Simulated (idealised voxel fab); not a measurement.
Title: Process Module voxel gate over fins
Xsec cut, 235 nm wide, square cell size 5 nm.
Throughout this document, each cross-section is represented as a grid of square cells and is presented as a sequence of bands enumerated from the top downward, where a band comprises one or more rows of cells. First you get the band's top height and its bottom height, in nm, and then the materials it's made of, left to right, with each width in nm. If you see a single material with "full width", that one covers the band edge to edge. "empty" is empty space. Where do heights start? At 0: under that level the wafer as delivered is made of one material only. And the lowest band has no floor; it just carries on downward, as in "0 -> down". The expression "30 to 40" gives the width at the extremes of the band, the first number at its top row of cells and the second at its bottom row, with the width changing by equal amounts from each row to the next in between. "same as before" -> step changed no cross-section cell. So "Closed voids list" is basically the list of trapped voids: any empty space of 8 cells or more that can't reach the top through an opening. They're written width x height at distance, the distance being from the left edge, and it's all nm. after a step's settings: what the simulator itself notes on the step. Among the settings permitted on a step's line is "overlay nm"; applied to a step with a mask, it specifies the extent to which the mask lay to the right of its planned position, whereas a negative figure signifies a position to the left.
The planned process steps are enumerated hereunder:
1: RECEIVE [material Si]
2: CONFORMAL_DEP [material SiN] [thk nm 5]
3: PATTERN [tone cover] [mask id FINS] [material resist] [width nm 15] [pitch nm 35] [thk nm 15] [overlay nm 0]
4: DIRECTIONAL_ETCH [etch materials SiN] [depth nm 5]
5: DIRECTIONAL_ETCH [etch materials Si] [depth nm 35]
6: STRIP [etch materials resist]
7: FILL_DEP [material SiO2] [thk nm 15]
8: CMP [height nm 5]
9: SELECTIVE_ETCH [etch materials SiO2] [depth nm 5]
10: STRIP [etch materials SiN]
11: CONFORMAL_DEP [material HfO2] [thk nm 5]
12: CONFORMAL_DEP [material TiN] [thk nm 5]
13: CONFORMAL_DEP [material TiAl] [thk nm 5]
14: CONFORMAL_DEP [material TiN] [thk nm 5]
15: FILL_DEP [material W] [thk nm 15]
16: CMP [height nm 30]
17: CONFORMAL_DEP [material SiCN] [thk nm 5]
Same starting wafers, different depth nm at step 9. Plan value belongs to the first wafer.
Here's the first of the wafers in cross-section, just as we got it, i.e. after step 1:
	0 -> down = Si full width
	Closed voids list: none
Each wafer at the end: cells of each material gained (+) or lost (-) since it was received, then its closed voids:
depth nm 5, +47 HfO2, -287 Si, +47 SiCN, +287 SiO2, +47 TiAl, +94 TiN, +94 W, Closed voids list: none
depth nm 10, +51 HfO2, -287 Si, +47 SiCN, +246 SiO2, +49 TiAl, +100 TiN, +123 W, Closed voids list: none
depth nm 15, +55 HfO2, -287 Si, +47 SiCN, +205 SiO2, +51 TiAl, +106 TiN, +152 W, Closed voids list: none
depth nm 20, +59 HfO2, -287 Si, +47 SiCN, +164 SiO2, +53 TiAl, +112 TiN, +181 W, Closed voids list: none
depth nm 25, +63 HfO2, -287 Si, +47 SiCN, +123 SiO2, +55 TiAl, +118 TiN, +210 W, Closed voids list: none
depth nm 30, +67 HfO2, -287 Si, +47 SiCN, +82 SiO2, +57 TiAl, +124 TiN, +239 W, Closed voids list: none
